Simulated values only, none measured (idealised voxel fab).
Presented below is a process module, voxel self aligned vias.
Each square cell in cross-section cut measures 5 nm, and the section as a whole is 270 nm wide.
We lay out every cross-section as a grid of square cells and spell it out in bands from the top down, where one band means one or more rows of cells. In this notation a band is specified by the heights of its top and bottom, in that order and in nm, after which its materials appear from left to right, each paired with its width in nm. The word "edge to edge" attached to a single material means that material fills the band from edge to edge; the word "blank" stands for empty space. Where do heights start? At 0: under that level the wafer as delivered is made of one material only. And the lowest band has no floor; it just carries on downward, as in "top 0, no bottom". It should be noted that a width expressed as "30->40" varies in equal increments from row to row of cells within the band, taking the value of the first number at the top row and that of the second number at the bottom row. "all unchanged" (step): cross-section cells unchanged, all of them. In the "Fully sealed voids" entry, you get each enclosed empty space of 8 cells or more, one with no open way to the top, written width x height at distance, distance from the left edge, in nm. Note: text after step settings on the step line = simulator remark on that step. overlay nm: right-of-plan distance of the mask on a masked step; negative values mean left-of-plan.

### Planned step list for the process
- 1: RECEIVE [material Si]
- 2: CONFORMAL_DEP [material SiO2] [thk nm 15]
- 3: CONFORMAL_DEP [material SiCN] [thk nm 5]
- 4: DIRECTIONAL_DEP [material SiO2] [thk nm 25]
- 5: DIRECTIONAL_DEP [material aC] [thk nm 15]
- 6: PATTERN [tone open] [mask id LINES] [material resist] [width nm 25] [pitch nm 65] [thk nm 35] [overlay nm 0]
- 7: DIRECTIONAL_ETCH [etch materials aC] [depth nm 15]
- 8: STRIP [etch materials resist]
- 9: DIRECTIONAL_ETCH [etch materials SiO2] [depth nm 25]
- 10: STRIP [etch materials aC]
- 11: CONFORMAL_DEP [material TiN] [thk nm 5]
- 12: FILL_DEP [material W] [thk nm 10]
- 13: CMP [height nm 45]
- 14: SELECTIVE_ETCH [etch materials W Ru TiN] [depth nm 10]
- 15: FILL_DEP [material SiN] [thk nm 10]
- 16: CMP [height nm 45]
- 17: DIRECTIONAL_DEP [material SiO2] [thk nm 20]
- 18: DIRECTIONAL_DEP [material aC] [thk nm 15]
- 19: PATTERN [tone open] [mask id VIAS] [material resist] [width nm 35] [pitch nm 65] [thk nm 35] [overlay nm 0]
- 20: DIRECTIONAL_ETCH [etch materials aC] [depth nm 15]
- 21: STRIP [etch materials resist]
- 22: DIRECTIONAL_ETCH [etch materials SiO2] [depth nm 20]
- 23: DIRECTIONAL_ETCH [etch materials SiN] [depth nm 10]
- 24: STRIP [etch materials aC]
- 25: CONFORMAL_DEP [material TiN] [thk nm 5]
- 26: FILL_DEP [material W] [thk nm 10]
- 27: CMP [height nm 65]
- 28: CONFORMAL_DEP [material SiN] [thk nm 5]

### Delivered wafer in cross-section: state after step 1
* top 0, no bottom | Si edge to edge
* Fully sealed voids: none

### Here's the wafer cut in cross-section after the module, started and planned just like above, except one thing was done wrong in the run
* top 70, bottom 65 | SiN edge to edge
* top 65, bottom 45 | SiO2: 85  TiN: 5  W: 25  TiN: 5  SiO2: 30  TiN: 5  W: 25  TiN: 5  SiO2: 85
* top 45, bottom 40 | SiN: 85  TiN: 10  W: 15  TiN: 10  SiN: 30  TiN: 10  W: 15  TiN: 10  SiN: 85
* top 40, bottom 35 | SiO2: 90  TiN: 25  SiO2: 40  TiN: 25  SiO2: 90
* top 35, bottom 20 | SiO2: 90  TiN: 5  W: 15  TiN: 5  SiO2: 40  TiN: 5  W: 15  TiN: 5  SiO2: 90
* top 20, bottom 15 | SiO2: 90  TiN: 25  SiO2: 40  TiN: 25  SiO2: 90
* top 15, bottom 0 | SiO2 edge to edge
* top 0, no bottom | Si edge to edge
* Fully sealed voids: none
What went wrong in running the wafer? step 3 was left out
